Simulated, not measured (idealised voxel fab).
Title: Process Module voxel ribs on slabs
Displayed cross-section: cut, width of 275 nm, square cells sized 5 nm.
Cross-section format: a grid of square cells, given as bands from top to bottom; each band is one or more rows of cells. The entry gives the band's vertical extent as a top height and a bottom height in nm, then its horizontal make-up as materials from left to right, each with a width in nm. "blank" stands for empty space; a single material marked "throughout" fills the band edge to edge. Height reference: 0 = level under which incoming wafer is all one material. Lowest band: no bottom, runs on downward, e.g. "z 0 and below". A width such as "30 to 40" changes by the same amount from each row of cells to the next, from the band's top row to its bottom row. What does "nothing was modified" mean for a step? It means no cell of the cross-section changed in that step. Closed-off voids of 8+ cells (no open route to the top) go in "Fully sealed voids", written width x height at distance from the left edge, in nm. Where a step's line continues beyond its settings, the continuation is a remark by the simulator itself on that step. Regarding "overlay nm": on a step with a mask, it is the distance the mask lay to the right of its planned place; a negative value places it to the left.

[Process steps foreseen in the plan]
1 RECEIVE,material Si
2 DIRECTIONAL_DEP,material SiO2,thk nm 30
3 DIRECTIONAL_DEP,material SiN,thk nm 25
4 PATTERN,tone cover,mask id RIB,material resist,width nm 30,thk nm 20,overlay nm 0
5 DIRECTIONAL_ETCH,etch materials SiN,depth nm 10
6 STRIP,etch materials resist
7 DIRECTIONAL_DEP,material aC,thk nm 10
8 PATTERN,tone cover,mask id SLAB,material resist,width nm 50,thk nm 30,overlay nm 0
9 DIRECTIONAL_ETCH,etch materials aC,depth nm 10
10 STRIP,etch materials resist
11 DIRECTIONAL_ETCH,etch materials SiN,depth nm 15
12 STRIP,etch materials aC
13 FILL_DEP,material SiO2,thk nm 20
14 CMP,height nm 70
15 DIRECTIONAL_DEP,material TiN,thk nm 10
16 DIRECTIONAL_DEP,material aC,thk nm 15
17 PATTERN,tone cover,mask id HEATER,material resist,width nm 40,thk nm 35,overlay nm 0
18 DIRECTIONAL_ETCH,etch materials aC,depth nm 15
19 STRIP,etch materials resist
20 DIRECTIONAL_ETCH,etch materials TiN,depth nm 10
21 STRIP,etch materials aC
22 CONFORMAL_DEP,material SiO2,thk nm 5
Be aware that, although all wafers share a common starting state, the width nm at step 8 differs among them, and the plan displays the first wafer's value.

[Cross-section of the first of several received wafers, showing its state after step 1]
	z 0 and below = Si throughout
	Fully sealed voids: none

[wafer rows; end of module; cells per material since receipt: (+) gained, (-) lost; then closed voids]
width nm 50; +42 SiN; +787 SiO2; +16 TiN; Fully sealed voids: none
width nm 55; +45 SiN; +784 SiO2; +16 TiN; Fully sealed voids: none
width nm 60; +48 SiN; +781 SiO2; +16 TiN; Fully sealed voids: none
width nm 65; +51 SiN; +778 SiO2; +16 TiN; Fully sealed voids: none
width nm 70; +54 SiN; +775 SiO2; +16 TiN; Fully sealed voids: none
width nm 75; +57 SiN; +772 SiO2; +16 TiN; Fully sealed voids: none
